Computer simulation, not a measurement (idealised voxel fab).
Title: Process Module voxel tone inversion
The cross-section on display is named cut; it measures 165 nm wide, and its cells are 5 nm squares.
A cross-section is a grid of square cells, given in bands from the top down. A band is one or more rows of cells. Per band: top height and bottom height in nm, followed by the left-to-right materials and their widths in nm; "full width" marks a single material spanning edge to edge, "empty" marks empty space. The level at which height equals 0 is the one under which the wafer, as it arrives, is entirely one material. No lower edge exists for the bottom band, which continues downward and is notated as in "top 0, no bottom". Width "30..40": first value at the band's top row of cells, second value at its bottom row, equal change from row to row. "remained the same" -> step changed no cross-section cell. The entry "Non-vented voids" lists the empty spaces that cover at least 8 cells and have no open path to the top. Each is written as width x height at distance, where the distance is measured from the left edge and all three values are in nm. That trailing text on a step's line, after the settings, is the simulator's own remark on the step. overlay nm: how far to the right of its planned place the mask lay on this masked step (negative: to the left).

## The process steps that were planned are listed below
step 1: RECEIVE with material Si
step 2: CONFORMAL_DEP with material SiN, thk nm 5
step 3: DIRECTIONAL_DEP with material polySi, thk nm 20
step 4: PATTERN with tone cover, mask id POSTS, material resist, width nm 20, pitch nm 35, thk nm 25, overlay nm 0
step 5: DIRECTIONAL_ETCH with etch materials polySi, depth nm 20
step 6: STRIP with etch materials resist
step 7: FILL_DEP with material lowk, thk nm 10
step 8: CMP with height nm 25
step 9: STRIP with etch materials polySi

## Step 1 complete: cross-section of the wafer as received
> top 0, no bottom | Si full width
> Non-vented voids: none

## first wafer at the end, as planned
> top 25, bottom 5 | 20 lowk, then 20 empty, then 15 lowk, then 20 empty, then 15 lowk, then 20 empty, then 15 lowk, then 20 empty, then 20 lowk
> top 5, bottom 0 | SiN full width
> top 0, no bottom | Si full width
> Non-vented voids: none

## Cross-section of the latter of the two wafers at module completion. It had an identical start and an identical plan to the former; in running it, one mistake was made
> top 15, bottom 5 | 20 lowk, then 20 empty, then 15 lowk, then 20 empty, then 15 lowk, then 20 empty, then 15 lowk, then 20 empty, then 20 lowk
> top 5, bottom 0 | SiN full width
> top 0, no bottom | Si full width
> Non-vented voids: none
Against the plan, the run slipped here: planned and actual differ for step 8; actual: CMP with height nm 15
FYI, end of process, the second wafer has more or fewer cells of some materials than the first: lowk: 34 fewer
